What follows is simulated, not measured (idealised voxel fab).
process module | voxel self aligned vias
cross-section cut | 280 nm wide | cells 5 nm
A cross-section is a grid of square cells, given in bands from the top down. A band is one or more rows of cells.
Each band's line starts with the height of the band's top and of its bottom, in nm. Then come its materials from left to right, each with its width in nm. One material with "throughout" fills the band from edge to edge. "air" is empty space.
Height 0 is the level under which the wafer as received is all one material. The lowest band goes on downwards, as in "0 down".
A width such as "30 to 40" changes by the same amount from each row of cells to the next, from the band's top row to its bottom row.
"no change" after a step means that no cell of the cross-section changed.
closed voids: empty space of 8 cells or more with no open way to the top, each as width x height at its distance from the left edge, in nm
after a step's settings: what the simulator itself notes on the step
overlay nm, on a step with a mask: how far to the right of its planned place the mask lay; to the left if negative
plan
1 op RECEIVE | material Si
2 op CONFORMAL_DEP | material SiO2 | thk nm 10
3 op CONFORMAL_DEP | material SiCN | thk nm 5
4 op DIRECTIONAL_DEP | material SiO2 | thk nm 30
5 op MASKED_ETCH | tone open | mask id LINES | width nm 30 | pitch nm 70 | etch materials SiO2 | depth nm 30 | overlay nm 0
6 op CONFORMAL_DEP | material TiN | thk nm 5
7 op FILL_DEP | material Ru | thk nm 10
8 op CMP | height nm 45
9 op SELECTIVE_ETCH | etch materials W Ru TiN | depth nm 5
10 op FILL_DEP | material SiN | thk nm 5
11 op CMP | height nm 45
12 op DIRECTIONAL_DEP | material SiO2 | thk nm 20
13 op MASKED_ETCH | tone open | mask id VIAS | width nm 50 | etch materials SiO2 | depth nm 20 | overlay nm 0
14 op MASKED_ETCH | tone open | mask id VIAS | width nm 50 | etch materials SiN | depth nm 5 | overlay nm 0
15 op CONFORMAL_DEP | material TiN | thk nm 5
16 op FILL_DEP | material W | thk nm 10
17 op CMP | height nm 65
18 op CONFORMAL_DEP | material SiCN | thk nm 5
first wafer, as planned
as received, after step 1
  0 down: Si throughout
  closed voids: none
after step 2
  10 to 0: SiO2 throughout
  below 0: unchanged
after step 3
  15 to 10: SiCN throughout
  below 10: unchanged
after step 4
  45 to 15: SiO2 throughout
  below 15: unchanged
after step 5
  45 to 15: SiO2 90 | air 30 | SiO2 40 | air 30 | SiO2 90
  below 15: unchanged
after step 6
  50 to 45: TiN 95 | air 20 | TiN 50 | air 20 | TiN 95
  45 to 20: SiO2 90 | TiN 5 | air 20 | TiN 5 | SiO2 40 | TiN 5 | air 20 | TiN 5 | SiO2 90
  20 to 15: SiO2 90 | TiN 30 | SiO2 40 | TiN 30 | SiO2 90
  below 15: unchanged
after step 7
  60 to 50: Ru throughout
  50 to 45: TiN 95 | Ru 20 | TiN 50 | Ru 20 | TiN 95
  45 to 20: SiO2 90 | TiN 5 | Ru 20 | TiN 5 | SiO2 40 | TiN 5 | Ru 20 | TiN 5 | SiO2 90
  below 20: unchanged
after step 8
  45 to 20: SiO2 90 | TiN 5 | Ru 20 | TiN 5 | SiO2 40 | TiN 5 | Ru 20 | TiN 5 | SiO2 90
  below 20: unchanged
after step 9
  45 to 40: SiO2 90 | air 30 | SiO2 40 | air 30 | SiO2 90
  below 40: unchanged
after step 10
  50 to 45: SiN throughout
  45 to 40: SiO2 90 | SiN 30 | SiO2 40 | SiN 30 | SiO2 90
  below 40: unchanged
after step 11
  45 to 40: SiO2 90 | SiN 30 | SiO2 40 | SiN 30 | SiO2 90
  below 40: unchanged
after step 12
  65 to 45: SiO2 throughout
  below 45: unchanged
after step 13
  65 to 45: SiO2 80 | air 50 | SiO2 150
  below 45: unchanged
after step 14
  65 to 45: SiO2 80 | air 50 | SiO2 150
  45 to 40: SiO2 90 | air 30 | SiO2 40 | SiN 30 | SiO2 90
  below 40: unchanged
after step 15
  70 to 65: TiN 85 | air 40 | TiN 155
  65 to 50: SiO2 80 | TiN 5 | air 40 | TiN 5 | SiO2 150
  50 to 45: SiO2 80 | TiN 15 | air 20 | TiN 15 | SiO2 150
  45 to 40: SiO2 90 | TiN 30 | SiO2 40 | SiN 30 | SiO2 90
  below 40: unchanged
after step 16
  80 to 70: W throughout
  70 to 65: TiN 85 | W 40 | TiN 155
  65 to 50: SiO2 80 | TiN 5 | W 40 | TiN 5 | SiO2 150
  50 to 45: SiO2 80 | TiN 15 | W 20 | TiN 15 | SiO2 150
  below 45: unchanged
after step 17
  65 to 50: SiO2 80 | TiN 5 | W 40 | TiN 5 | SiO2 150
  below 50: unchanged
after step 18
  70 to 65: SiCN throughout
  below 65: unchanged
second wafer: like start, like plan, one mistake. Through step 12 it matches the first wafer
when step 13 should have ended
  65 to 45: SiO2 85 | air 40 | SiO2 155
  below 45: unchanged
when step 14 should have ended
  65 to 45: SiO2 85 | air 40 | SiO2 155
  45 to 40: SiO2 90 | air 30 | SiO2 40 | SiN 30 | SiO2 90
  below 40: unchanged
when step 15 should have ended
  70 to 65: TiN 90 | air 30 | TiN 160
  65 to 50: SiO2 85 | TiN 5 | air 30 | TiN 5 | SiO2 155
  50 to 45: SiO2 85 | TiN 10 | air 20 | TiN 10 | SiO2 155
  45 to 40: SiO2 90 | TiN 30 | SiO2 40 | SiN 30 | SiO2 90
  below 40: unchanged
when step 16 should have ended
  80 to 70: W throughout
  70 to 65: TiN 90 | W 30 | TiN 160
  65 to 50: SiO2 85 | TiN 5 | W 30 | TiN 5 | SiO2 155
  50 to 45: SiO2 85 | TiN 10 | W 20 | TiN 10 | SiO2 155
  below 45: unchanged
when step 17 should have ended
  65 to 50: SiO2 85 | TiN 5 | W 30 | TiN 5 | SiO2 155
  below 50: unchanged
when step 18 should have ended
  70 to 65: SiCN throughout
  below 65: unchanged
what went wrong: step 13 ran as: op MASKED_ETCH | tone open | mask id VIAS | width nm 40 | etch materials SiO2 | depth nm 20 | overlay nm 0
at the end the second wafer has, in cells: 8 more of SiO2 | 2 fewer of TiN | 6 fewer of W
